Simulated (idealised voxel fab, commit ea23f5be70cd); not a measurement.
Process module heading - voxel released beams
cross-section cut | 255 nm wide | cells 5 nm
Cross-section = grid of square cells, listed top down in bands; band = one or more rows. Read a band's entry like this: the first values are the height of its top and the height of its bottom in nm, and what follows is the sequence of materials from left to right, each with its width in nm. Note that "air" is empty space, and that a single material marked "everywhere" reaches across the band from edge to edge. Convention: height 0 is the level below which the wafer, as received, is all one material. The lowest band does not terminate at the bottom but continues downward, represented as "0 nm and below". You'd read "30->40" like this: the band's top row of cells is as wide as the first number, its bottom row is as wide as the second, and going down, every row changes width by the same amount as the row before did. You'll sometimes find "remained unchanged" written for a step, and that's the way of saying that nowhere in the cross-section did a cell change during that step. Entry "Trapped cavities". Content: empty spaces with no open connection to the top, size 8 cells or greater. Each: width x height at distance. Distance: from left edge. Unit: nm. Text after the settings on a step's line: the simulator's own remark on that step. Steps that use a mask can have "overlay nm" on their line. It says how far the mask sat to the right of where it was meant to be. Negative means to the left.
So here's the lineup of process steps we planned
1 RECEIVE | material Si
2 CONFORMAL_DEP | material Al2O3 | thk nm 5
3 DIRECTIONAL_DEP | material SiO2 | thk nm 20
4 PATTERN | tone open | mask id ANCHOR | material resist | width nm 35 | thk nm 20 | overlay nm -15
5 DIRECTIONAL_ETCH | etch materials SiO2 | depth nm 20
6 STRIP | etch materials resist
7 CONFORMAL_DEP | material SiN | thk nm 15
8 MASKED_ETCH | tone cover | mask id BEAM | width nm 120 | etch materials SiN | depth nm 15 | overlay nm 0
9 STRIP | etch materials SiO2
Across this set of wafers, the varied parameter is the overlay nm of step 4. Starting conditions are identical for every wafer, and the plan reports the value assigned to the first wafer.
The first of several wafers as received, shown in cross-section; this is its state after step 1
- 0 nm and below = Si everywhere
- Trapped cavities: none
The figure below presents a cross-section of the first of several wafers at the conclusion of the module, following its last step, step 9
- 40 nm to 25 nm = air 65 nm / SiN 5 nm / air 5 nm / SiN 110 nm / air 70 nm
- 25 nm to 20 nm = air 55 nm / SiN 15 nm / air 5 nm / SiN 15 nm / air 165 nm
- 20 nm to 5 nm = air 55 nm / SiN 35 nm / air 165 nm
- 5 nm to 0 nm = Al2O3 everywhere
- 0 nm and below = Si everywhere
- Trapped cavities: none
Cross-section at module completion, last wafer
- 40 nm to 25 nm = air 65 nm / SiN 35 nm / air 5 nm / SiN 80 nm / air 70 nm
- 25 nm to 20 nm = air 85 nm / SiN 15 nm / air 5 nm / SiN 15 nm / air 135 nm
- 20 nm to 5 nm = air 85 nm / SiN 35 nm / air 135 nm
- 5 nm to 0 nm = Al2O3 everywhere
- 0 nm and below = Si everywhere
- Trapped cavities: none
wafer rows; end of module; cells per material since receipt: (+) gained, (-) lost; then closed voids
overlay nm -15, +51 Al2O3, +96 SiN, Trapped cavities: none
overlay nm -10, +51 Al2O3, +96 SiN, Trapped cavities: none
overlay nm -5, +51 Al2O3, +96 SiN, Trapped cavities: none
overlay nm 0, +51 Al2O3, +96 SiN, Trapped cavities: none
overlay nm 5, +51 Al2O3, +96 SiN, Trapped cavities: none
overlay nm 10, +51 Al2O3, +96 SiN, Trapped cavities: none
overlay nm 15, +51 Al2O3, +96 SiN, Trapped cavities: none
